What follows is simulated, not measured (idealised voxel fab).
process module | voxel local oxidation
cross-section cut | 155 nm wide | cells 5 nm
A cross-section is a grid of square cells, given in bands from the top down. A band is one or more rows of cells.
Each band's line starts with the height of the band's top and of its bottom, in nm. Then come its materials from left to right, each with its width in nm. One material with "throughout" fills the band from edge to edge. "air" is empty space.
Height 0 is the level under which the wafer as received is all one material. The lowest band goes on downwards, as in "0 down".
A width such as "30 to 40" changes by the same amount from each row of cells to the next, from the band's top row to its bottom row.
"no change" after a step means that no cell of the cross-section changed.
closed voids: empty space of 8 cells or more with no open way to the top, each as width x height at its distance from the left edge, in nm
after a step's settings: what the simulator itself notes on the step
overlay nm, on a step with a mask: how far to the right of its planned place the mask lay; to the left if negative
plan
1 op RECEIVE | material Si
2 op CONFORMAL_DEP | material SiO2 | thk nm 5
3 op CONFORMAL_DEP | material SiN | thk nm 10
4 op DIRECTIONAL_DEP | material aC | thk nm 15
5 op PATTERN | tone cover | mask id ACTIVE | material resist | width nm 125 | thk nm 30 | overlay nm 0
6 op DIRECTIONAL_ETCH | etch materials aC | depth nm 15
7 op STRIP | etch materials resist
8 op DIRECTIONAL_ETCH | etch materials SiN | depth nm 10
9 op STRIP | etch materials aC
10 op SELECTIVE_ETCH | etch materials SiO2 | depth nm 5
11 op OXIDIZE | depth nm 10
12 op STRIP | etch materials SiN
first wafer, as planned
as received, after step 1
  0 down: Si throughout
  closed voids: none
after step 2
  5 to 0: SiO2 throughout
  below 0: unchanged
after step 3
  15 to 5: SiN throughout
  below 5: unchanged
after step 4
  30 to 15: aC throughout
  below 15: unchanged
after step 5
  60 to 30: air 15 | resist 125 | air 15
  below 30: unchanged
after step 6
  45 to 30: air 15 | resist 125 | air 15
  30 to 15: air 15 | aC 125 | air 15
  below 15: unchanged
after step 7
  30 to 15: air 15 | aC 125 | air 15
  below 15: unchanged
after step 8
  30 to 15: air 15 | aC 125 | air 15
  15 to 5: air 15 | SiN 125 | air 15
  below 5: unchanged
after step 9
  15 to 5: air 15 | SiN 125 | air 15
  below 5: unchanged
after step 10
  15 to 5: air 15 | SiN 125 | air 15
  5 to 0: air 20 | SiO2 115 | air 20
  below 0: unchanged
after step 11
  15 to 5: air 15 | SiN 125 | air 15
  5 to 0: air 20 | SiO2 115 | air 20
  0 to -10: SiO2 30 | Si 95 | SiO2 30
  below -10: unchanged
after step 12
  5 to 0: air 20 | SiO2 115 | air 20
  below 0: unchanged
second wafer: like start, like plan, one mistake. Through step 10 it matches the first wafer
when step 11 should have ended
  5 to 0: air 20 | SiO2 115 | air 20
  below 0: unchanged
when step 12 should have ended
  5 to 0: air 20 | SiO2 115 | air 20
  0 to -10: SiO2 30 | Si 95 | SiO2 30
  below -10: unchanged
what went wrong: steps 11 and 12 were swapped
at the end the two cross-sections are the same: no effect in what this model computes
